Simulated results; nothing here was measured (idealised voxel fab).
The document below concerns the process module designated voxel transistor to metal.
Section shown: cut. Width: 300 nm. Cell size: 5 nm, square.
Each cross-section below is a grid of square cells, stated as bands in top-down order, with one or more rows of cells making up each band.
First you get the band's top height and its bottom height, in nm, and then the materials it's made of, left to right, with each width in nm. If you see a single material with "full width", that one covers the band edge to edge. "blank" is empty space.
Counting heights begins at 0, where everything beneath is, in the wafer as received, one material. The lowest band has no bottom; it goes on downwards, as "0 down" shows.
You'd read "30..40" like this: the band's top row of cells is as wide as the first number, its bottom row is as wide as the second, and going down, every row changes width by the same amount as the row before did.
Any step labelled "nothing was modified" changed none of the cells in the cross-section.
"Trapped cavities": empty spaces of 8 cells or more with no open way to the top, each given as width x height at distance, distance from the left edge, all in nm.
Post-settings text on a step line: simulator's own remark regarding the step.
overlay nm: right-of-plan distance of the mask on a masked step; negative values mean left-of-plan.

So here's the lineup of process steps we planned
1. RECEIVE [material Si]
2. CONFORMAL_DEP [material SiO2] [thk nm 5]
3. CONFORMAL_DEP [material SiN] [thk nm 15]
4. PATTERN [tone cover] [mask id ACTIVE] [material resist] [width nm 115] [pitch nm 145] [thk nm 20] [overlay nm 0]
5. DIRECTIONAL_ETCH [etch materials SiN] [depth nm 15]
6. DIRECTIONAL_ETCH [etch materials SiO2] [depth nm 5]
7. DIRECTIONAL_ETCH [etch materials Si] [depth nm 25]
8. STRIP [etch materials resist]
9. OXIDIZE [depth nm 5]
10. FILL_DEP [material SiO2] [thk nm 10]
11. CMP [height nm 20]
12. SELECTIVE_ETCH [etch materials SiO2] [depth nm 5]
13. STRIP [etch materials SiN]
14. SELECTIVE_ETCH [etch materials SiO2] [depth nm 5]
15. OXIDIZE [depth nm 5]
16. DIRECTIONAL_DEP [material polySi] [thk nm 25]
17. DIRECTIONAL_DEP [material SiCN] [thk nm 10]
18. MASKED_ETCH [tone cover] [mask id GATE] [width nm 25] [pitch nm 145] [etch materials SiCN] [depth nm 20] [overlay nm 0]
19. MASKED_ETCH [tone cover] [mask id GATE] [width nm 25] [pitch nm 145] [etch materials polySi] [depth nm 35] [overlay nm 0]
20. CONFORMAL_DEP [material SiN] [thk nm 10]
21. DIRECTIONAL_ETCH [etch materials SiN] [depth nm 10]
22. DIRECTIONAL_ETCH [etch materials SiO2] [depth nm 5]
23. DIRECTIONAL_ETCH [etch materials Si] [depth nm 15]
24. EPI [material nSi] [thk nm 20]
25. FILL_DEP [material SiO2] [thk nm 10]
26. CMP [height nm 35]
27. DIRECTIONAL_DEP [material SiO2] [thk nm 10]
28. MASKED_ETCH [tone open] [mask id CONTACT] [width nm 30] [etch materials SiO2] [depth nm 45] [overlay nm 0]
29. CONFORMAL_DEP [material TiN] [thk nm 5]
30. FILL_DEP [material Ru] [thk nm 5]
31. CMP [height nm 45]
32. DIRECTIONAL_DEP [material TiN] [thk nm 5]
33. DIRECTIONAL_DEP [material W] [thk nm 15]
34. PATTERN [tone cover] [mask id METAL_1] [material resist] [width nm 20] [thk nm 15] [overlay nm 0]
35. DIRECTIONAL_ETCH [etch materials W] [depth nm 15]
36. DIRECTIONAL_ETCH [etch materials TiN] [depth nm 5]
37. STRIP [etch materials resist]
38. FILL_DEP [material lowk] [thk nm 10]
39. CMP [height nm 65]
40. CONFORMAL_DEP [material SiCN] [thk nm 5]
41. DIRECTIONAL_DEP [material SiO2] [thk nm 30]
42. PATTERN [tone open] [mask id METAL_2_HOLES] [material resist] [width nm 15] [pitch nm 145] [thk nm 20] [overlay nm 0]
43. DIRECTIONAL_ETCH [etch materials SiO2] [depth nm 30]
44. STRIP [etch materials resist]
45. PATTERN [tone open] [mask id METAL_2] [material resist] [width nm 20] [pitch nm 145] [thk nm 20] [overlay nm 0]
46. DIRECTIONAL_ETCH [etch materials SiO2] [depth nm 15]
47. DIRECTIONAL_ETCH [etch materials SiCN] [depth nm 5]
48. STRIP [etch materials resist]
49. CONFORMAL_DEP [material TiN] [thk nm 5]
50. FILL_DEP [material Cu] [thk nm 5]
51. CMP [height nm 100]
52. CONFORMAL_DEP [material SiCN] [thk nm 5]

Here's what the wafer looked like in cross-section when it arrived - that's after step 1
0 down: Si full width
Trapped cavities: none

Here's the cross-section of the first of our two wafers at the end of the module - it ran as planned
105 to 100: SiCN full width
100 to 90: 30 SiO2 | 5 TiN | 10 Cu | 5 TiN | 125 SiO2 | 5 TiN | 10 Cu | 5 TiN | 105 SiO2
90 to 85: 30 SiO2 | 5 TiN | 5 Cu | 10 TiN | 125 SiO2 | 5 TiN | 5 Cu | 10 TiN | 105 SiO2
85 to 70: 30 SiO2 | 5 TiN | 5 Cu | 5 TiN | 130 SiO2 | 5 TiN | 5 Cu | 5 TiN | 110 SiO2
70 to 65: 30 SiCN | 15 TiN | 130 SiCN | 15 TiN | 110 SiCN
65 to 50: 30 lowk | 20 W | 55 lowk | 20 W | 50 lowk | 20 W | 55 lowk | 20 W | 30 lowk
50 to 45: 30 lowk | 20 TiN | 55 lowk | 20 TiN | 50 lowk | 20 TiN | 55 lowk | 20 TiN | 30 lowk
45 to 35: 30 SiO2 | 5 TiN | 20..15 Ru | 5..10 TiN | 35 SiO2 | 5..10 TiN | 20..15 Ru | 5 TiN | 50 SiO2 | 5 TiN | 20..15 Ru | 5..10 TiN | 35 SiO2 | 5..10 TiN | 20..15 Ru | 5 TiN | 30 SiO2
35 to 25: 30 SiO2 | 5 TiN | 15 Ru | 5 TiN | 10 SiN | 25 SiCN | 10 SiN | 5 TiN | 15 Ru | 5 TiN | 50 SiO2 | 5 TiN | 15 Ru | 5 TiN | 10 SiN | 25 SiCN | 10 SiN | 5 TiN | 15 Ru | 5 TiN | 30 SiO2
25 to 20: 30 SiO2 | 5 TiN | 15 Ru | 5 TiN | 10 SiN | 25 polySi | 10 SiN | 5 TiN | 15 Ru | 5 TiN | 50 SiO2 | 5 TiN | 15 Ru | 5 TiN | 10 SiN | 25 polySi | 10 SiN | 5 TiN | 15 Ru | 5 TiN | 30 SiO2
20 to 15: 30 SiO2 | 25 TiN | 10 SiN | 25 polySi | 10 SiN | 25 TiN | 50 SiO2 | 25 TiN | 10 SiN | 25 polySi | 10 SiN | 25 TiN | 30 SiO2
15 to 10: 30 SiO2 | 5 TiN | 20 nSi | 10 SiN | 25 polySi | 10 SiN | 20 nSi | 5 TiN | 50 SiO2 | 5 TiN | 20 nSi | 10 SiN | 25 polySi | 10 SiN | 20 nSi | 5 TiN | 30 SiO2
10 to 0: 15 SiO2 | 10 SiN | 5 SiO2 | 5 TiN | 20 nSi | 10 SiN | 25 polySi | 10 SiN | 20 nSi | 5 TiN | 5 SiO2 | 10 SiN | 20 SiO2 | 10 SiN | 5 SiO2 | 5 TiN | 20 nSi | 10 SiN | 25 polySi | 10 SiN | 20 nSi | 5 TiN | 5 SiO2 | 10 SiN | 15 SiO2
0 to -5: 25 SiO2 | 30 nSi | 45 SiO2 | 30 nSi | 40 SiO2 | 30 nSi | 45 SiO2 | 30 nSi | 25 SiO2
-5 to -20: 25 SiO2 | 30 nSi | 45 Si | 30 nSi | 40 SiO2 | 30 nSi | 45 Si | 30 nSi | 25 SiO2
-20 to -30: 25 SiO2 | 105 Si | 40 SiO2 | 105 Si | 25 SiO2
-30 down: Si full width
Trapped cavities: none

Wafer two cross-section, module end. Start and plan unchanged from wafer one; one mistake made during the run
105 to 100: SiCN full width
100 to 90: 30 SiO2 | 5 TiN | 10 Cu | 5 TiN | 125 SiO2 | 5 TiN | 10 Cu | 5 TiN | 105 SiO2
90 to 85: 30 SiO2 | 5 TiN | 5 Cu | 10 TiN | 125 SiO2 | 5 TiN | 5 Cu | 10 TiN | 105 SiO2
85 to 70: 30 SiO2 | 5 TiN | 5 Cu | 5 TiN | 130 SiO2 | 5 TiN | 5 Cu | 5 TiN | 110 SiO2
70 to 65: 30 SiCN | 15 TiN | 130 SiCN | 15 TiN | 110 SiCN
65 to 50: 30 lowk | 20 W | 55 lowk | 20 W | 50 lowk | 20 W | 55 lowk | 20 W | 30 lowk
50 to 45: 30 lowk | 20 TiN | 55 lowk | 20 TiN | 50 lowk | 20 TiN | 55 lowk | 20 TiN | 30 lowk
45 to 35: 30 SiO2 | 5 TiN | 20..15 Ru | 5..10 TiN | 35 SiO2 | 5..10 TiN | 20..15 Ru | 5 TiN | 50 SiO2 | 5 TiN | 20..15 Ru | 5..10 TiN | 35 SiO2 | 5..10 TiN | 20..15 Ru | 5 TiN | 30 SiO2
35 to 30: 30 SiO2 | 5 TiN | 15 Ru | 5 TiN | 10 SiN | 25 SiCN | 10 SiN | 5 TiN | 15 Ru | 5 TiN | 50 SiO2 | 5 TiN | 15 Ru | 5 TiN | 10 SiN | 25 SiCN | 10 SiN | 5 TiN | 15 Ru | 5 TiN | 30 SiO2
30 to 25: 30 SiO2 | 5 TiN | 15 Ru | 5 TiN | 10 SiN | 25 polySi | 10 SiN | 5 TiN | 15 Ru | 5 TiN | 50 SiO2 | 5 TiN | 15 Ru | 5 TiN | 10 SiN | 25 polySi | 10 SiN | 5 TiN | 15 Ru | 5 TiN | 30 SiO2
25 to 20: 30 SiO2 | 25 TiN | 10 SiN | 25 polySi | 10 SiN | 25 TiN | 50 SiO2 | 25 TiN | 10 SiN | 25 polySi | 10 SiN | 25 TiN | 30 SiO2
20 to 10: 20 SiO2 | 35 nSi | 10 SiN | 25 polySi | 10 SiN | 35 nSi | 30 SiO2 | 35 nSi | 10 SiN | 25 polySi | 10 SiN | 35 nSi | 20 SiO2
10 to 5: 20 SiO2 | 10 SiN | 25 nSi | 10 SiN | 25 polySi | 10 SiN | 25 nSi | 10 SiN | 30 SiO2 | 10 SiN | 25 nSi | 10 SiN | 25 polySi | 10 SiN | 25 nSi | 10 SiN | 20 SiO2
5 to 0: 30 SiO2 | 25 nSi | 45 SiO2 | 25 nSi | 50 SiO2 | 25 nSi | 45 SiO2 | 25 nSi | 30 SiO2
0 to -15: 25 SiO2 | 5 Si | 25 nSi | 45 Si | 25 nSi | 5 Si | 40 SiO2 | 5 Si | 25 nSi | 45 Si | 25 nSi | 5 Si | 25 SiO2
-15 to -30: 25 SiO2 | 105 Si | 40 SiO2 | 105 Si | 25 SiO2
-30 down: Si full width
Trapped cavities: none
Which mistake was made when the wafer was run? plan steps 13 and 14 run swapped
At the finish, the second wafer shows more or fewer cells for some materials than the first does: Ru -12; Si +54; SiCN -10; SiN -16; SiO2 -8; TiN -20; nSi +12
